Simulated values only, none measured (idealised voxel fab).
Module name: voxel wiring stack (process module)
Section cut is 140 nm wide and gridded with 5 nm square cells.
We lay out every cross-section as a grid of square cells and spell it out in bands from the top down, where one band means one or more rows of cells. Band: top and bottom heights (nm) first, top before bottom; then materials from left to right, widths in nm. "everywhere" marks a sole material filling the band edge to edge. "blank" denotes empty space. Zero point of the height axis is 0; under it, received wafer = one material. Lowest band: continues down indefinitely, "0 -> down". So if you see something like "30->40" for the width, read it as the top row of the band sitting at the first number and the bottom row at the second, with every row in between moving by the same amount as the last. When a step is marked "stayed the same", none of the cells in the cross-section changed during that step. If an empty space has no open way to the top and is at least 8 cells in size, "Fully closed voids" lists it, written width x height at distance, where distance is measured from the left edge and every value is in nm. It should be noted that, on the line of a given step, the content following the step's settings is a remark produced by the simulator itself with respect to that step. overlay nm: mask offset rightward from planned place, masked step; negative means leftward offset.
### Process steps (planned)
1,RECEIVE: material Si
2,CONFORMAL_DEP: material SiO2, thk nm 10
3,DIRECTIONAL_DEP: material TiN, thk nm 5
4,DIRECTIONAL_DEP: material W, thk nm 25
5,MASKED_ETCH: tone cover, mask id METAL_1, width nm 25, pitch nm 45, etch materials W, depth nm 25, overlay nm 0
6,MASKED_ETCH: tone cover, mask id METAL_1, width nm 25, pitch nm 45, etch materials TiN, depth nm 5, overlay nm 0
7,FILL_DEP: material SiO2, thk nm 5
8,CMP: height nm 40
9,CONFORMAL_DEP: material SiCN, thk nm 5
10,DIRECTIONAL_DEP: material SiO2, thk nm 30
11,PATTERN: tone open, mask id METAL_2_HOLES, material resist, width nm 15, pitch nm 45, thk nm 20, overlay nm 0
12,DIRECTIONAL_ETCH: etch materials SiO2, depth nm 30
13,STRIP: etch materials resist
14,MASKED_ETCH: tone open, mask id METAL_2, width nm 25, pitch nm 45, etch materials SiO2, depth nm 20, overlay nm 0
15,MASKED_ETCH: tone open, mask id METAL_2, width nm 25, pitch nm 45, etch materials SiCN, depth nm 5, overlay nm 0
16,CONFORMAL_DEP: material TiN, thk nm 5
17,FILL_DEP: material Cu, thk nm 10
18,CMP: height nm 75
19,CONFORMAL_DEP: material SiCN, thk nm 5
20,DIRECTIONAL_DEP: material lowk, thk nm 10
21,MASKED_ETCH: tone open, mask id PLUG_2, width nm 15, pitch nm 45, etch materials lowk, depth nm 10, overlay nm 0
22,MASKED_ETCH: tone open, mask id PLUG_2, width nm 15, pitch nm 45, etch materials SiCN, depth nm 5, overlay nm 0
23,EPI: material Ru, thk nm 10
24,EPI: material Ru, thk nm 5
25,DIRECTIONAL_DEP: material TiN, thk nm 5
26,DIRECTIONAL_DEP: material W, thk nm 15
27,DIRECTIONAL_DEP: material aC, thk nm 15
28,PATTERN: tone cover, mask id METAL_3, material resist, width nm 25, pitch nm 45, thk nm 30, overlay nm 0
29,DIRECTIONAL_ETCH: etch materials aC, depth nm 15
30,STRIP: etch materials resist
31,DIRECTIONAL_ETCH: etch materials W, depth nm 15
32,DIRECTIONAL_ETCH: etch materials TiN, depth nm 5
33,STRIP: etch materials aC
34,CONFORMAL_DEP: material SiN, thk nm 5
35,FILL_DEP: material SiO2, thk nm 5
36,CMP: height nm 110
37,CONFORMAL_DEP: material SiCN, thk nm 5
### So this is the incoming wafer in cross-section - it's already been through step 1
    0 -> down = Si everywhere
    Fully closed voids: none
### Wafer cross-section at module end: first of two, run to plan
    115 -> 110 = SiCN everywhere
    110 -> 95 = SiO2 (30), SiN (5), W (25), SiN (5), SiO2 (10), SiN (5), W (25), SiN (5), SiO2 (30)
    95 -> 90 = SiN (35), TiN (25), SiN (20), TiN (25), SiN (35)
    90 -> 80 = lowk (35), Ru (15), lowk (30), Ru (15), lowk (45)
    80 -> 75 = SiCN (35), Ru (15), SiCN (30), Ru (15), SiCN (45)
    75 -> 60 = SiO2 (35), TiN (5), Cu (15), TiN (5), SiO2 (20), TiN (5), Cu (15), TiN (5), SiO2 (35)
    60 -> 55 = SiO2 (35), TiN (5), Cu (5), TiN (15), SiO2 (20), TiN (5), Cu (5), TiN (15), SiO2 (35)
    55 -> 45 = SiO2 (35), TiN (5), Cu (5), TiN (5), SiO2 (30), TiN (5), Cu (5), TiN (5), SiO2 (45)
    45 -> 40 = SiCN (35), TiN (15), SiCN (30), TiN (15), SiCN (45)
    40 -> 15 = SiO2 (35), W (25), SiO2 (20), W (25), SiO2 (35)
    15 -> 10 = SiO2 (35), TiN (25), SiO2 (20), TiN (25), SiO2 (35)
    10 -> 0 = SiO2 everywhere
    0 -> down = Si everywhere
    Fully closed voids: none
### Second of two wafers, module complete, sectioned: it shares the first wafer's start and plan but was run with one mistake
    115 -> 110 = SiCN everywhere
    110 -> 95 = SiO2 (30), SiN (5), W (25), SiN (5), SiO2 (10), SiN (5), W (25), SiN (5), SiO2 (30)
    95 -> 90 = SiN (35), TiN (25), SiN (20), TiN (25), SiN (35)
    90 -> 80 = lowk (35), Ru (15), lowk (30), Ru (15), lowk (45)
    80 -> 75 = SiCN (35), Ru (15), SiCN (30), Ru (15), SiCN (45)
    75 -> 60 = SiO2 (35), TiN (5), Cu (15), TiN (5), SiO2 (20), TiN (5), Cu (15), TiN (5), SiO2 (35)
    60 -> 55 = SiO2 (35), TiN (5), Cu (5), TiN (15), SiO2 (20), TiN (5), Cu (5), TiN (15), SiO2 (35)
    55 -> 45 = SiO2 (35), TiN (5), Cu (5), TiN (5), SiO2 (30), TiN (5), Cu (5), TiN (5), SiO2 (45)
    45 -> 40 = SiCN (35), TiN (15), SiCN (30), TiN (15), SiCN (45)
    40 -> 15 = SiO2 (40), W (15), SiO2 (30), W (15), SiO2 (40)
    15 -> 10 = SiO2 (35), TiN (25), SiO2 (20), TiN (25), SiO2 (35)
    10 -> 0 = SiO2 everywhere
    0 -> down = Si everywhere
    Fully closed voids: none
Short version of what went wrong: step 5 did not use the planned setting and instead ran as MASKED_ETCH: tone cover, mask id METAL_1, width nm 15, pitch nm 45, etch materials W, depth nm 25, overlay nm 0
Final difference in cells, second wafer against first, listed per material as more or fewer: SiO2: 20 more | W: 20 fewer
